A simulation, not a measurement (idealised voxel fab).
process module | voxel capacitor over wiring
cross-section cut | 270 nm wide | cells 5 nm
A cross-section is a grid of square cells, given in bands from the top down. A band is one or more rows of cells.
Each band's line starts with the height of the band's top and of its bottom, in nm. Then come its materials from left to right, each with its width in nm. One material with "throughout" fills the band from edge to edge. "air" is empty space.
Height 0 is the level under which the wafer as received is all one material. The lowest band goes on downwards, as in "0 down".
A width such as "30 to 40" changes by the same amount from each row of cells to the next, from the band's top row to its bottom row.
"no change" after a step means that no cell of the cross-section changed.
closed voids: empty space of 8 cells or more with no open way to the top, each as width x height at its distance from the left edge, in nm
after a step's settings: what the simulator itself notes on the step
overlay nm, on a step with a mask: how far to the right of its planned place the mask lay; to the left if negative
Each pair below shows a cross-section before one step and the cross-section after it, down to the lowest band that changed. The line under each pair gives the step between them, with its settings. The pairs can come from different runs of this module on the same starting wafer, so a pair continues from the pair above only where its "before" says so.
before
  100 to 95: TiN 100 | air 5 | TiN 165
  95 to 85: SiO2 95 | TiN 5 | air 5 | TiN 5 | SiO2 160
  85 to 75: SiO2 95 to 85 | TiN 15 to 70 | SiO2 160 to 115
  75 to 70: SiO2 85 | HfO2 70 | SiO2 115
  70 to 60: SiO2 80 | TiN 80 | SiO2 110
  60 to 40: lowk 85 | TiN 5 | Ru 5 | TiN 5 | lowk 170
  40 to 35: SiCN 85 | TiN 15 | SiCN 170
  35 to 20: SiO2 80 | TiN 5 | Cu 10 | TiN 5 | SiO2 65 | TiN 5 | Cu 10 | TiN 5 | SiO2 85
  20 to 15: SiO2 80 | TiN 20 | SiO2 65 | TiN 20 | SiO2 85
  15 to 5: SiO2 throughout
  5 to 0: SiN throughout
  0 down: Si throughout
  closed voids: none
after
  110 to 100: Cu throughout
  100 to 95: TiN 100 | Cu 5 | TiN 165
  95 to 85: SiO2 95 | TiN 5 | Cu 5 | TiN 5 | SiO2 160
  below 85: unchanged
  closed voids: none
the step between: op FILL_DEP | material Cu | thk nm 10
before: the cross-section after the pair above
after
  95 to 85: SiO2 95 | TiN 5 | Cu 5 | TiN 5 | SiO2 160
  below 85: unchanged
  closed voids: none
the step between: op CMP | height nm 95
before: the cross-section after the pair above
after
  100 to 95: SiCN throughout
  below 95: unchanged
  closed voids: none
the step between: op CONFORMAL_DEP | material SiCN | thk nm 5
before
  70 to 60: TiN throughout
  60 to 40: lowk 85 | TiN 5 | Ru 5 | TiN 5 | lowk 170
  40 to 35: SiCN 85 | TiN 15 | SiCN 170
  35 to 15: SiO2 80 | TiN 5 | Cu 10 | TiN 5 | SiO2 65 | TiN 5 | Cu 10 | TiN 5 | SiO2 85
  15 to 10: SiN 80 | TiN 20 | SiN 65 | TiN 20 | SiN 85
  10 to 0: SiO2 throughout
  0 down: Si throughout
  closed voids: none
after
  85 to 70: HfO2 throughout
  below 70: unchanged
  closed voids: none
the step between: op DIRECTIONAL_DEP | material HfO2 | thk nm 15
before: the cross-section after the pair above
after
  90 to 85: TiN throughout
  below 85: unchanged
  closed voids: none
the step between: op DIRECTIONAL_DEP | material TiN | thk nm 5
before: the cross-section after the pair above
after
  100 to 90: aC throughout
  below 90: unchanged
  closed voids: none
the step between: op DIRECTIONAL_DEP | material aC | thk nm 10
before: the cross-section after the pair above
after
  125 to 100: air 85 | resist 70 | air 115
  below 100: unchanged
  closed voids: none
the step between: op PATTERN | tone cover | mask id UPPER_PLATE | material resist | width nm 70 | thk nm 25 | overlay nm 0
before: the cross-section after the pair above
after
  115 to 100: air 85 | resist 70 | air 115
  100 to 90: air 85 | aC 70 | air 115
  below 90: unchanged
  closed voids: none
the step between: op DIRECTIONAL_ETCH | etch materials aC | depth nm 10
before: the cross-section after the pair above
after
  100 to 90: air 85 | aC 70 | air 115
  below 90: unchanged
  closed voids: none
the step between: op STRIP | etch materials resist
before: the cross-section after the pair above
after
  100 to 90: air 85 | aC 70 | air 115
  90 to 85: air 85 | TiN 70 | air 115
  below 85: unchanged
  closed voids: none
the step between: op DIRECTIONAL_ETCH | etch materials TiN | depth nm 5
before: the cross-section after the pair above
after
  100 to 90: air 85 | aC 70 | air 115
  90 to 85: air 85 | TiN 70 | air 115
  85 to 80: air 85 | HfO2 70 | air 115
  below 80: unchanged
  closed voids: none
the step between: op DIRECTIONAL_ETCH | etch materials HfO2 | depth nm 5
before: the cross-section after the pair above
after
  90 to 85: air 85 | TiN 70 | air 115
  below 85: unchanged
  closed voids: none
the step between: op STRIP | etch materials aC
before: the cross-section after the pair above
after
  105 to 95: air 85 | aC 70 | air 115
  95 to 90: aC throughout
  90 to 85: aC 85 | TiN 70 | aC 115
  85 to 80: aC 85 | HfO2 70 | aC 115
  below 80: unchanged
  closed voids: none
the step between: op DIRECTIONAL_DEP | material aC | thk nm 15
before: the cross-section after the pair above
after
  135 to 105: air 80 | resist 80 | air 110
  105 to 95: air 80 | resist 5 | aC 70 | resist 5 | air 110
  below 95: unchanged
  closed voids: none
the step between: op PATTERN | tone cover | mask id LOWER_PLATE | material resist | width nm 80 | thk nm 30 | overlay nm 0
before: the cross-section after the pair above
after
  120 to 105: air 80 | resist 80 | air 110
  105 to 95: air 80 | resist 5 | aC 70 | resist 5 | air 110
  95 to 90: air 80 | aC 80 | air 110
  90 to 85: air 80 | aC 5 | TiN 70 | aC 5 | air 110
  85 to 80: air 80 | aC 5 | HfO2 70 | aC 5 | air 110
  below 80: unchanged
  closed voids: none
the step between: op DIRECTIONAL_ETCH | etch materials aC | depth nm 15
before: the cross-section after the pair above
after
  105 to 95: air 85 | aC 70 | air 115
  below 95: unchanged
  closed voids: none
the step between: op STRIP | etch materials resist
before: the cross-section after the pair above
after
  90 to 85: air 85 | TiN 70 | air 115
  85 to 80: air 85 | HfO2 70 | air 115
  below 80: unchanged
  closed voids: none
the step between: op STRIP | etch materials aC
before: the cross-section after the pair above
after
  110 to 90: SiO2 throughout
  90 to 85: SiO2 85 | TiN 70 | SiO2 115
  85 to 80: SiO2 85 | HfO2 70 | SiO2 115
  below 80: unchanged
  closed voids: none
the step between: op FILL_DEP | material SiO2 | thk nm 20
before: the cross-section after the pair above
after
  95 to 90: SiO2 throughout
  below 90: unchanged
  closed voids: none
the step between: op CMP | height nm 95
before: the cross-section after the pair above
after
  110 to 95: resist 95 | air 15 | resist 160
  below 95: unchanged
  closed voids: none
the step between: op PATTERN | tone open | mask id PLUG_2 | material resist | width nm 15 | thk nm 15 | overlay nm 0
before: the cross-section after the pair above
after
  110 to 95: resist 95 | air 15 | resist 160
  95 to 90: SiO2 95 | air 15 | SiO2 160
  below 90: unchanged
  closed voids: none
the step between: op DIRECTIONAL_ETCH | etch materials SiO2 | depth nm 15
before: the cross-section after the pair above
after
  95 to 90: SiO2 95 | air 15 | SiO2 160
  below 90: unchanged
  closed voids: none
the step between: op STRIP | etch materials resist
before: the cross-section after the pair above
after
  100 to 95: TiN 100 | air 5 | TiN 165
  95 to 85: SiO2 95 to 85 | TiN 15 to 70 | SiO2 160 to 115
  below 85: unchanged
  closed voids: none
the step between: op CONFORMAL_DEP | material TiN | thk nm 5
before: the cross-section after the pair above
after
  110 to 100: Cu throughout
  100 to 95: TiN 100 | Cu 5 | TiN 165
  below 95: unchanged
  closed voids: none
the step between: op FILL_DEP | material Cu | thk nm 10
before: the cross-section after the pair above
after
  95 to 85: SiO2 95 to 85 | TiN 15 to 70 | SiO2 160 to 115
  below 85: unchanged
  closed voids: none
the step between: op CMP | height nm 95
before: the cross-section after the pair above
after
  100 to 95: SiCN throughout
  below 95: unchanged
  closed voids: none
the step between: op CONFORMAL_DEP | material SiCN | thk nm 5
before
  35 to 15: SiO2 throughout
  15 to 10: SiN throughout
  10 to 0: SiO2 throughout
  0 down: Si throughout
  closed voids: none
after
  35 to 15: SiO2 80 | air 25 | SiO2 60 | air 25 | SiO2 80
  below 15: unchanged
  closed voids: none
the step between: op MASKED_ETCH | tone open | mask id METAL_1 | width nm 25 | pitch nm 85 | etch materials SiO2 | depth nm 20 | overlay nm 0
before: the cross-section after the pair above
after
  35 to 15: SiO2 80 | air 25 | SiO2 60 | air 25 | SiO2 80
  15 to 10: SiN 80 | air 20 | SiN 65 | air 20 | SiN 85
  below 10: unchanged
  closed voids: none
the step between: op MASKED_ETCH | tone open | mask id METAL_1 | width nm 20 | pitch nm 85 | etch materials SiN | depth nm 5 | overlay nm 0
before: the cross-section after the pair above
after
  40 to 35: TiN 85 | air 15 | TiN 70 | air 15 | TiN 85
  35 to 20: SiO2 80 | TiN 5 | air 15 | TiN 5 | SiO2 60 | TiN 5 | air 15 | TiN 5 | SiO2 80
  20 to 15: SiO2 80 | TiN 5 | air 10 | TiN 10 | SiO2 60 | TiN 5 | air 10 | TiN 10 | SiO2 80
  15 to 10: SiN 80 | TiN 20 | SiN 65 | TiN 20 | SiN 85
  below 10: unchanged
  closed voids: none
the step between: op CONFORMAL_DEP | material TiN | thk nm 5
before: the cross-section after the pair above
after
  50 to 40: Cu throughout
  40 to 35: TiN 85 | Cu 15 | TiN 70 | Cu 15 | TiN 85
  35 to 20: SiO2 80 | TiN 5 | Cu 15 | TiN 5 | SiO2 60 | TiN 5 | Cu 15 | TiN 5 | SiO2 80
  20 to 15: SiO2 80 | TiN 5 | Cu 10 | TiN 10 | SiO2 60 | TiN 5 | Cu 10 | TiN 10 | SiO2 80
  below 15: unchanged
  closed voids: none
the step between: op FILL_DEP | material Cu | thk nm 10
before: the cross-section after the pair above
after
  35 to 20: SiO2 80 | TiN 5 | Cu 15 | TiN 5 | SiO2 60 | TiN 5 | Cu 15 | TiN 5 | SiO2 80
  below 20: unchanged
  closed voids: none
the step between: op CMP | height nm 35
before: the cross-section after the pair above
after
  40 to 35: SiCN throughout
  below 35: unchanged
  closed voids: none
the step between: op CONFORMAL_DEP | material SiCN | thk nm 5
before: the cross-section after the pair above
after
  60 to 40: lowk throughout
  below 40: unchanged
  closed voids: none
the step between: op DIRECTIONAL_DEP | material lowk | thk nm 20
before: the cross-section after the pair above
after
  75 to 60: aC throughout
  below 60: unchanged
  closed voids: none
the step between: op DIRECTIONAL_DEP | material aC | thk nm 15
before: the cross-section after the pair above
after
  110 to 75: resist 85 | air 15 | resist 170
  below 75: unchanged
  closed voids: none
the step between: op PATTERN | tone open | mask id PLUG_1 | material resist | width nm 15 | thk nm 35 | overlay nm 0
before: the cross-section after the pair above
after
  95 to 75: resist 85 | air 15 | resist 170
  75 to 60: aC 85 | air 15 | aC 170
  below 60: unchanged
  closed voids: none
the step between: op DIRECTIONAL_ETCH | etch materials aC | depth nm 15
before: the cross-section after the pair above
after
  75 to 60: aC 85 | air 15 | aC 170
  below 60: unchanged
  closed voids: none
the step between: op STRIP | etch materials resist
before: the cross-section after the pair above
after
  75 to 60: aC 85 | air 15 | aC 170
  60 to 40: lowk 85 | air 15 | lowk 170
  below 40: unchanged
  closed voids: none
the step between: op DIRECTIONAL_ETCH | etch materials lowk | depth nm 20
before: the cross-section after the pair above
after
  75 to 60: aC 85 | air 15 | aC 170
  60 to 40: lowk 85 | air 15 | lowk 170
  40 to 35: SiCN 85 | air 15 | SiCN 170
  below 35: unchanged
  closed voids: none
the step between: op DIRECTIONAL_ETCH | etch materials SiCN | depth nm 5
before: the cross-section after the pair above
after
  60 to 40: lowk 85 | air 15 | lowk 170
  below 40: unchanged
  closed voids: none
the step between: op STRIP | etch materials aC
before: the cross-section after the pair above
after
  65 to 60: TiN 90 | air 5 | TiN 175
  60 to 40: lowk 85 | TiN 5 | air 5 | TiN 5 | lowk 170
  40 to 35: SiCN 85 | TiN 15 | SiCN 170
  below 35: unchanged
  closed voids: none
the step between: op CONFORMAL_DEP | material TiN | thk nm 5
before: the cross-section after the pair above
after
  70 to 65: Ru throughout
  65 to 60: TiN 90 | Ru 5 | TiN 175
  60 to 40: lowk 85 | TiN 5 | Ru 5 | TiN 5 | lowk 170
  below 40: unchanged
  closed voids: none
the step between: op FILL_DEP | material Ru | thk nm 5
before: the cross-section after the pair above
after
  60 to 40: lowk 85 | TiN 5 | Ru 5 | TiN 5 | lowk 170
  below 40: unchanged
  closed voids: none
the step between: op CMP | height nm 60
before: the cross-section after the pair above
after
  70 to 60: TiN throughout
  below 60: unchanged
  closed voids: none
the step between: op DIRECTIONAL_DEP | material TiN | thk nm 10
before: the cross-section after the pair above
after
  75 to 70: HfO2 throughout
  below 70: unchanged
  closed voids: none
the step between: op DIRECTIONAL_DEP | material HfO2 | thk nm 5
before: the cross-section after the pair above
after
  80 to 75: TiN throughout
  below 75: unchanged
  closed voids: none
the step between: op DIRECTIONAL_DEP | material TiN | thk nm 5
before: the cross-section after the pair above
after
  90 to 80: aC throughout
  below 80: unchanged
  closed voids: none
the step between: op DIRECTIONAL_DEP | material aC | thk nm 10
before: the cross-section after the pair above
after
  115 to 90: air 85 | resist 70 | air 115
  below 90: unchanged
  closed voids: none
the step between: op PATTERN | tone cover | mask id UPPER_PLATE | material resist | width nm 70 | thk nm 25 | overlay nm 0
before: the cross-section after the pair above
after
  105 to 90: air 85 | resist 70 | air 115
  90 to 80: air 85 | aC 70 | air 115
  below 80: unchanged
  closed voids: none
the step between: op DIRECTIONAL_ETCH | etch materials aC | depth nm 10
before: the cross-section after the pair above
after
  90 to 80: air 85 | aC 70 | air 115
  below 80: unchanged
  closed voids: none
the step between: op STRIP | etch materials resist
before: the cross-section after the pair above
after
  90 to 80: air 85 | aC 70 | air 115
  80 to 75: air 85 | TiN 70 | air 115
  below 75: unchanged
  closed voids: none
the step between: op DIRECTIONAL_ETCH | etch materials TiN | depth nm 5
before: the cross-section after the pair above
after
  90 to 80: air 85 | aC 70 | air 115
  80 to 75: air 85 | TiN 70 | air 115
  75 to 70: air 85 | HfO2 70 | air 115
  below 70: unchanged
  closed voids: none
the step between: op DIRECTIONAL_ETCH | etch materials HfO2 | depth nm 5
before: the cross-section after the pair above
after
  80 to 75: air 85 | TiN 70 | air 115
  below 75: unchanged
  closed voids: none
the step between: op STRIP | etch materials aC
before: the cross-section after the pair above
after
  95 to 85: air 85 | aC 70 | air 115
  85 to 80: aC throughout
  80 to 75: aC 85 | TiN 70 | aC 115
  75 to 70: aC 85 | HfO2 70 | aC 115
  below 70: unchanged
  closed voids: none
the step between: op DIRECTIONAL_DEP | material aC | thk nm 15
before: the cross-section after the pair above
after
  125 to 95: air 80 | resist 80 | air 110
  95 to 85: air 80 | resist 5 | aC 70 | resist 5 | air 110
  below 85: unchanged
  closed voids: none
the step between: op PATTERN | tone cover | mask id LOWER_PLATE | material resist | width nm 80 | thk nm 30 | overlay nm 0
before: the cross-section after the pair above
after
  110 to 95: air 80 | resist 80 | air 110
  95 to 85: air 80 | resist 5 | aC 70 | resist 5 | air 110
  85 to 80: air 80 | aC 80 | air 110
  80 to 75: air 80 | aC 5 | TiN 70 | aC 5 | air 110
  75 to 70: air 80 | aC 5 | HfO2 70 | aC 5 | air 110
  below 70: unchanged
  closed voids: none
the step between: op DIRECTIONAL_ETCH | etch materials aC | depth nm 15
before: the cross-section after the pair above
after
  95 to 85: air 85 | aC 70 | air 115
  below 85: unchanged
  closed voids: none
the step between: op STRIP | etch materials resist
before: the cross-section after the pair above
after
  95 to 85: air 85 | aC 70 | air 115
  85 to 80: air 80 | aC 80 | air 110
  80 to 75: air 80 | aC 5 | TiN 70 | aC 5 | air 110
  75 to 70: air 80 | aC 5 | HfO2 70 | aC 5 | air 110
  70 to 60: air 80 | TiN 80 | air 110
  below 60: unchanged
  closed voids: none
the step between: op DIRECTIONAL_ETCH | etch materials TiN | depth nm 10
before: the cross-section after the pair above
after
  80 to 75: air 85 | TiN 70 | air 115
  75 to 70: air 85 | HfO2 70 | air 115
  below 70: unchanged
  closed voids: none
the step between: op STRIP | etch materials aC
before: the cross-section after the pair above
after
  100 to 80: SiO2 throughout
  80 to 75: SiO2 85 | TiN 70 | SiO2 115
  75 to 70: SiO2 85 | HfO2 70 | SiO2 115
  70 to 60: SiO2 80 | TiN 80 | SiO2 110
  below 60: unchanged
  closed voids: none
the step between: op FILL_DEP | material SiO2 | thk nm 20
before: the cross-section after the pair above
after
  95 to 80: SiO2 throughout
  below 80: unchanged
  closed voids: none
the step between: op CMP | height nm 95
before: the cross-section after the pair above
after
  110 to 95: resist 95 | air 15 | resist 160
  below 95: unchanged
  closed voids: none
the step between: op PATTERN | tone open | mask id PLUG_2 | material resist | width nm 15 | thk nm 15 | overlay nm 0
before: the cross-section after the pair above
after
  110 to 95: resist 95 | air 15 | resist 160
  95 to 80: SiO2 95 | air 15 | SiO2 160
  below 80: unchanged
  closed voids: none
the step between: op DIRECTIONAL_ETCH | etch materials SiO2 | depth nm 15
before: the cross-section after the pair above
after
  95 to 80: SiO2 95 | air 15 | SiO2 160
  below 80: unchanged
  closed voids: none
the step between: op STRIP | etch materials resist
before: the cross-section after the pair above
after
  100 to 95: TiN 100 | air 5 | TiN 165
  95 to 85: SiO2 95 | TiN 5 | air 5 | TiN 5 | SiO2 160
  85 to 75: SiO2 95 to 85 | TiN 15 to 70 | SiO2 160 to 115
  below 75: unchanged
  closed voids: none
the step between: op CONFORMAL_DEP | material TiN | thk nm 5
before: the cross-section after the pair above
after
  110 to 100: Cu throughout
  100 to 95: TiN 100 | Cu 5 | TiN 165
  95 to 85: SiO2 95 | TiN 5 | Cu 5 | TiN 5 | SiO2 160
  below 85: unchanged
  closed voids: none
the step between: op FILL_DEP | material Cu | thk nm 10
before: the cross-section after the pair above
after
  95 to 85: SiO2 95 | TiN 5 | Cu 5 | TiN 5 | SiO2 160
  below 85: unchanged
  closed voids: none
the step between: op CMP | height nm 95
before: the cross-section after the pair above
after
  100 to 95: SiCN throughout
  below 95: unchanged
  closed voids: none
the step between: op CONFORMAL_DEP | material SiCN | thk nm 5
before
  75 to 60: aC throughout
  60 to 40: lowk throughout
  40 to 35: SiCN throughout
  35 to 15: SiO2 80 | TiN 5 | Cu 10 | TiN 5 | SiO2 65 | TiN 5 | Cu 10 | TiN 5 | SiO2 85
  15 to 10: SiN 80 | TiN 20 | SiN 65 | TiN 20 | SiN 85
  10 to 0: SiO2 throughout
  0 down: Si throughout
  closed voids: none
after
  110 to 75: resist 90 | air 15 | resist 165
  below 75: unchanged
  closed voids: none
the step between: op PATTERN | tone open | mask id PLUG_1 | material resist | width nm 15 | thk nm 35 | overlay nm 5
before: the cross-section after the pair above
after
  95 to 75: resist 90 | air 15 | resist 165
  75 to 60: aC 90 | air 15 | aC 165
  below 60: unchanged
  closed voids: none
the step between: op DIRECTIONAL_ETCH | etch materials aC | depth nm 15
before: the cross-section after the pair above
after
  75 to 60: aC 90 | air 15 | aC 165
  below 60: unchanged
  closed voids: none
the step between: op STRIP | etch materials resist
before: the cross-section after the pair above
after
  75 to 60: aC 90 | air 15 | aC 165
  60 to 40: lowk 90 | air 15 | lowk 165
  below 40: unchanged
  closed voids: none
the step between: op DIRECTIONAL_ETCH | etch materials lowk | depth nm 20
before: the cross-section after the pair above
after
  75 to 60: aC 90 | air 15 | aC 165
  60 to 40: lowk 90 | air 15 | lowk 165
  40 to 35: SiCN 90 | air 15 | SiCN 165
  below 35: unchanged
  closed voids: none
the step between: op DIRECTIONAL_ETCH | etch materials SiCN | depth nm 5
before: the cross-section after the pair above
after
  60 to 40: lowk 90 | air 15 | lowk 165
  below 40: unchanged
  closed voids: none
the step between: op STRIP | etch materials aC
before: the cross-section after the pair above
after
  65 to 60: TiN 95 | air 5 | TiN 170
  60 to 40: lowk 90 | TiN 5 | air 5 | TiN 5 | lowk 165
  40 to 35: SiCN 90 | TiN 15 | SiCN 165
  below 35: unchanged
  closed voids: none
the step between: op CONFORMAL_DEP | material TiN | thk nm 5
before: the cross-section after the pair above
after
  70 to 65: Ru throughout
  65 to 60: TiN 95 | Ru 5 | TiN 170
  60 to 40: lowk 90 | TiN 5 | Ru 5 | TiN 5 | lowk 165
  below 40: unchanged
  closed voids: none
the step between: op FILL_DEP | material Ru | thk nm 5
before: the cross-section after the pair above
after
  60 to 40: lowk 90 | TiN 5 | Ru 5 | TiN 5 | lowk 165
  below 40: unchanged
  closed voids: none
the step between: op CMP | height nm 60
before: the cross-section after the pair above
after
  70 to 60: TiN throughout
  below 60: unchanged
  closed voids: none
the step between: op DIRECTIONAL_DEP | material TiN | thk nm 10
before: the cross-section after the pair above
after
  75 to 70: HfO2 throughout
  below 70: unchanged
  closed voids: none
the step between: op DIRECTIONAL_DEP | material HfO2 | thk nm 5
before: the cross-section after the pair above
after
  80 to 75: TiN throughout
  below 75: unchanged
  closed voids: none
the step between: op DIRECTIONAL_DEP | material TiN | thk nm 5
before: the cross-section after the pair above
after
  90 to 80: aC throughout
  below 80: unchanged
  closed voids: none
the step between: op DIRECTIONAL_DEP | material aC | thk nm 10
before: the cross-section after the pair above
after
  115 to 90: air 85 | resist 70 | air 115
  below 90: unchanged
  closed voids: none
the step between: op PATTERN | tone cover | mask id UPPER_PLATE | material resist | width nm 70 | thk nm 25 | overlay nm 0
before: the cross-section after the pair above
after
  105 to 90: air 85 | resist 70 | air 115
  90 to 80: air 85 | aC 70 | air 115
  below 80: unchanged
  closed voids: none
the step between: op DIRECTIONAL_ETCH | etch materials aC | depth nm 10
before: the cross-section after the pair above
after
  90 to 80: air 85 | aC 70 | air 115
  below 80: unchanged
  closed voids: none
the step between: op STRIP | etch materials resist
before: the cross-section after the pair above
after
  90 to 80: air 85 | aC 70 | air 115
  80 to 75: air 85 | TiN 70 | air 115
  below 75: unchanged
  closed voids: none
the step between: op DIRECTIONAL_ETCH | etch materials TiN | depth nm 5
before: the cross-section after the pair above
after
  90 to 80: air 85 | aC 70 | air 115
  80 to 75: air 85 | TiN 70 | air 115
  75 to 70: air 85 | HfO2 70 | air 115
  below 70: unchanged
  closed voids: none
the step between: op DIRECTIONAL_ETCH | etch materials HfO2 | depth nm 5
before: the cross-section after the pair above
after
  80 to 75: air 85 | TiN 70 | air 115
  below 75: unchanged
  closed voids: none
the step between: op STRIP | etch materials aC
before: the cross-section after the pair above
after
  95 to 85: air 85 | aC 70 | air 115
  85 to 80: aC throughout
  80 to 75: aC 85 | TiN 70 | aC 115
  75 to 70: aC 85 | HfO2 70 | aC 115
  below 70: unchanged
  closed voids: none
the step between: op DIRECTIONAL_DEP | material aC | thk nm 15
before: the cross-section after the pair above
after
  125 to 95: air 80 | resist 80 | air 110
  95 to 85: air 80 | resist 5 | aC 70 | resist 5 | air 110
  below 85: unchanged
  closed voids: none
the step between: op PATTERN | tone cover | mask id LOWER_PLATE | material resist | width nm 80 | thk nm 30 | overlay nm 0
before: the cross-section after the pair above
after
  110 to 95: air 80 | resist 80 | air 110
  95 to 85: air 80 | resist 5 | aC 70 | resist 5 | air 110
  85 to 80: air 80 | aC 80 | air 110
  80 to 75: air 80 | aC 5 | TiN 70 | aC 5 | air 110
  75 to 70: air 80 | aC 5 | HfO2 70 | aC 5 | air 110
  below 70: unchanged
  closed voids: none
the step between: op DIRECTIONAL_ETCH | etch materials aC | depth nm 15
before: the cross-section after the pair above
after
  95 to 85: air 85 | aC 70 | air 115
  below 85: unchanged
  closed voids: none
the step between: op STRIP | etch materials resist
before: the cross-section after the pair above
after
  95 to 85: air 85 | aC 70 | air 115
  85 to 80: air 80 | aC 80 | air 110
  80 to 75: air 80 | aC 5 | TiN 70 | aC 5 | air 110
  75 to 70: air 80 | aC 5 | HfO2 70 | aC 5 | air 110
  70 to 60: air 80 | TiN 80 | air 110
  below 60: unchanged
  closed voids: none
the step between: op DIRECTIONAL_ETCH | etch materials TiN | depth nm 10
before: the cross-section after the pair above
after
  80 to 75: air 85 | TiN 70 | air 115
  75 to 70: air 85 | HfO2 70 | air 115
  below 70: unchanged
  closed voids: none
the step between: op STRIP | etch materials aC
before: the cross-section after the pair above
after
  100 to 80: SiO2 throughout
  80 to 75: SiO2 85 | TiN 70 | SiO2 115
  75 to 70: SiO2 85 | HfO2 70 | SiO2 115
  70 to 60: SiO2 80 | TiN 80 | SiO2 110
  below 60: unchanged
  closed voids: none
the step between: op FILL_DEP | material SiO2 | thk nm 20
before: the cross-section after the pair above
after
  95 to 80: SiO2 throughout
  below 80: unchanged
  closed voids: none
the step between: op CMP | height nm 95
before: the cross-section after the pair above
after
  110 to 95: resist 95 | air 15 | resist 160
  below 95: unchanged
  closed voids: none
the step between: op PATTERN | tone open | mask id PLUG_2 | material resist | width nm 15 | thk nm 15 | overlay nm 0
before: the cross-section after the pair above
after
  110 to 95: resist 95 | air 15 | resist 160
  95 to 80: SiO2 95 | air 15 | SiO2 160
  below 80: unchanged
  closed voids: none
the step between: op DIRECTIONAL_ETCH | etch materials SiO2 | depth nm 15
before: the cross-section after the pair above
after
  95 to 80: SiO2 95 | air 15 | SiO2 160
  below 80: unchanged
  closed voids: none
the step between: op STRIP | etch materials resist
before: the cross-section after the pair above
after
  100 to 95: TiN 100 | air 5 | TiN 165
  95 to 85: SiO2 95 | TiN 5 | air 5 | TiN 5 | SiO2 160
  85 to 75: SiO2 95 to 85 | TiN 15 to 70 | SiO2 160 to 115
  below 75: unchanged
  closed voids: none
the step between: op CONFORMAL_DEP | material TiN | thk nm 5
before: the cross-section after the pair above
after
  110 to 100: Cu throughout
  100 to 95: TiN 100 | Cu 5 | TiN 165
  95 to 85: SiO2 95 | TiN 5 | Cu 5 | TiN 5 | SiO2 160
  below 85: unchanged
  closed voids: none
the step between: op FILL_DEP | material Cu | thk nm 10
before: the cross-section after the pair above
after
  95 to 85: SiO2 95 | TiN 5 | Cu 5 | TiN 5 | SiO2 160
  below 85: unchanged
  closed voids: none
the step between: op CMP | height nm 95
before: the cross-section after the pair above
after
  100 to 95: SiCN throughout
  below 95: unchanged
  closed voids: none
the step between: op CONFORMAL_DEP | material SiCN | thk nm 5
before
  80 to 75: air 85 | TiN 70 | air 115
  75 to 70: air 85 | HfO2 70 | air 115
  70 to 60: air 80 | TiN 80 | air 110
  60 to 40: lowk 85 | TiN 5 | Ru 5 | TiN 5 | lowk 170
  40 to 35: SiCN 85 | TiN 15 | SiCN 170
  35 to 15: SiO2 80 | TiN 5 | Cu 10 | TiN 5 | SiO2 65 | TiN 5 | Cu 10 | TiN 5 | SiO2 85
  15 to 10: SiN 80 | TiN 20 | SiN 65 | TiN 20 | SiN 85
  10 to 0: SiO2 throughout
  0 down: Si throughout
  closed voids: none
after
  100 to 80: aC throughout
  80 to 75: aC 85 | TiN 70 | aC 115
  75 to 70: aC 85 | HfO2 70 | aC 115
  70 to 60: aC 80 | TiN 80 | aC 110
  below 60: unchanged
  closed voids: none
the step between: op FILL_DEP | material aC | thk nm 20
before: the cross-section after the pair above
after
  95 to 80: aC throughout
  below 80: unchanged
  closed voids: none
the step between: op CMP | height nm 95
before: the cross-section after the pair above
after
  110 to 95: resist 95 | air 15 | resist 160
  below 95: unchanged
  closed voids: none
the step between: op PATTERN | tone open | mask id PLUG_2 | material resist | width nm 15 | thk nm 15 | overlay nm 0
before: the cross-section after the pair above
after
  95 to 80: aC throughout
  below 80: unchanged
  closed voids: none
the step between: op STRIP | etch materials resist
before: the cross-section after the pair above
after
  100 to 95: TiN throughout
  below 95: unchanged
  closed voids: none
the step between: op CONFORMAL_DEP | material TiN | thk nm 5
before: the cross-section after the pair above
after
  110 to 100: Cu throughout
  below 100: unchanged
  closed voids: none
the step between: op FILL_DEP | material Cu | thk nm 10
before: the cross-section after the pair above
after
  95 to 80: aC throughout
  below 80: unchanged
  closed voids: none
the step between: op CMP | height nm 95
before: the cross-section after the pair above
after
  100 to 95: SiCN throughout
  below 95: unchanged
  closed voids: none
the step between: op CONFORMAL_DEP | material SiCN | thk nm 5
before
  95 to 85: air 85 | aC 70 | air 115
  85 to 80: aC throughout
  80 to 75: aC 85 | TiN 70 | aC 115
  75 to 70: aC 85 | HfO2 70 | aC 115
  70 to 60: TiN throughout
  60 to 40: lowk 85 | TiN 5 | Ru 5 | TiN 5 | lowk 170
  40 to 35: SiCN 85 | TiN 15 | SiCN 170
  35 to 15: SiO2 80 | TiN 5 | Cu 10 | TiN 5 | SiO2 65 | TiN 5 | Cu 10 | TiN 5 | SiO2 85
  15 to 10: SiN 80 | TiN 20 | SiN 65 | TiN 20 | SiN 85
  10 to 0: SiO2 throughout
  0 down: Si throughout
  closed voids: none
after
  125 to 95: resist 80 | air 80 | resist 110
  95 to 85: resist 80 | air 5 | aC 70 | air 5 | resist 110
  below 85: unchanged
  closed voids: none
the step between: op PATTERN | tone open | mask id LOWER_PLATE | material resist | width nm 80 | thk nm 30 | overlay nm 0
before: the cross-section after the pair above
after
  110 to 85: resist 80 | air 80 | resist 110
  85 to 80: aC 80 | air 80 | aC 110
  80 to 75: aC 80 | air 5 | TiN 70 | air 5 | aC 110
  75 to 70: aC 80 | air 5 | HfO2 70 | air 5 | aC 110
  below 70: unchanged
  closed voids: none
the step between: op DIRECTIONAL_ETCH | etch materials aC | depth nm 15
before: the cross-section after the pair above
after
  85 to 80: aC 80 | air 80 | aC 110
  below 80: unchanged
  closed voids: none
the step between: op STRIP | etch materials resist
before: the cross-section after the pair above
after
  85 to 75: aC 80 | air 80 | aC 110
  75 to 70: aC 80 | air 5 | HfO2 70 | air 5 | aC 110
  70 to 60: TiN 80 | air 5 | TiN 70 | air 5 | TiN 110
  below 60: unchanged
  closed voids: none
the step between: op DIRECTIONAL_ETCH | etch materials TiN | depth nm 10
before: the cross-section after the pair above
after
  75 to 70: air 85 | HfO2 70 | air 115
  below 70: unchanged
  closed voids: none
the step between: op STRIP | etch materials aC
before: the cross-section after the pair above
after
  95 to 75: SiO2 throughout
  75 to 70: SiO2 85 | HfO2 70 | SiO2 115
  70 to 60: TiN 80 | SiO2 5 | TiN 70 | SiO2 5 | TiN 110
  below 60: unchanged
  closed voids: none
the step between: op FILL_DEP | material SiO2 | thk nm 20
before: the cross-section after the pair above
after
  110 to 95: resist 95 | air 15 | resist 160
  below 95: unchanged
  closed voids: none
the step between: op PATTERN | tone open | mask id PLUG_2 | material resist | width nm 15 | thk nm 15 | overlay nm 0
before: the cross-section after the pair above
after
  110 to 95: resist 95 | air 15 | resist 160
  95 to 80: SiO2 95 | air 15 | SiO2 160
  below 80: unchanged
  closed voids: none
the step between: op DIRECTIONAL_ETCH | etch materials SiO2 | depth nm 15
before: the cross-section after the pair above
after
  95 to 80: SiO2 95 | air 15 | SiO2 160
  below 80: unchanged
  closed voids: none
the step between: op STRIP | etch materials resist
